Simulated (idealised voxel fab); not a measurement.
voxel spacer lines: a process module
It is cross-section cut that appears here, measuring 300 nm in width, its square cells being 5 nm in size.
Cross-section = grid of square cells, listed top down in bands; band = one or more rows.
Per band: top height and bottom height in nm, followed by the left-to-right materials and their widths in nm; "edge to edge" marks a single material spanning edge to edge, "air" marks empty space.
Heights are reckoned from 0. Under this level, the received wafer is all of one material. The bottommost band is open-ended downward, for example "top 0, no bottom".
Top row gets the first number, bottom row gets the second, and each row in between changes by the same step: that is how a band width like "30 to 40" works.
"identical to before" after a step means that no cell of the cross-section changed.
So "Completely enclosed voids" is basically the list of trapped voids: any empty space of 8 cells or more that can't reach the top through an opening. They're written width x height at distance, the distance being from the left edge, and it's all nm.
Note: text after step settings on the step line = simulator remark on that step.
overlay nm: for a step with a mask, the amount by which the mask lay right of where it was planned; a negative amount means left of it.

## Planned process steps
1. RECEIVE,material Si
2. CONFORMAL_DEP,material Al2O3,thk nm 5
3. DIRECTIONAL_DEP,material polySi,thk nm 20
4. DIRECTIONAL_DEP,material aC,thk nm 20
5. PATTERN,tone cover,mask id MANDREL,material resist,width nm 25,pitch nm 80,thk nm 25,overlay nm 0
6. DIRECTIONAL_ETCH,etch materials aC,depth nm 20
7. STRIP,etch materials resist
8. CONFORMAL_DEP,material SiN,thk nm 15
9. DIRECTIONAL_ETCH,etch materials SiN,depth nm 15
10. STRIP,etch materials aC
11. DIRECTIONAL_ETCH,etch materials polySi,depth nm 20
12. STRIP,etch materials SiN
13. FILL_DEP,material SiO2,thk nm 5
14. CMP,height nm 25

## Cross-section of the wafer at receipt, which is the condition after step 1
> top 0, no bottom = Si edge to edge
> Completely enclosed voids: none

## One mistake in running the module, otherwise start and plan as above: cross-section at the end
> top 25, bottom 5 = 80 nm SiN / 15 nm polySi / 25 nm SiN / 15 nm polySi / 25 nm SiN / 15 nm polySi / 25 nm SiN / 15 nm polySi / 85 nm SiN
> top 5, bottom 0 = Al2O3 edge to edge
> top 0, no bottom = Si edge to edge
> Completely enclosed voids: none
what went wrong: contrary to plan, step 13 was performed as FILL_DEP,material SiN,thk nm 5
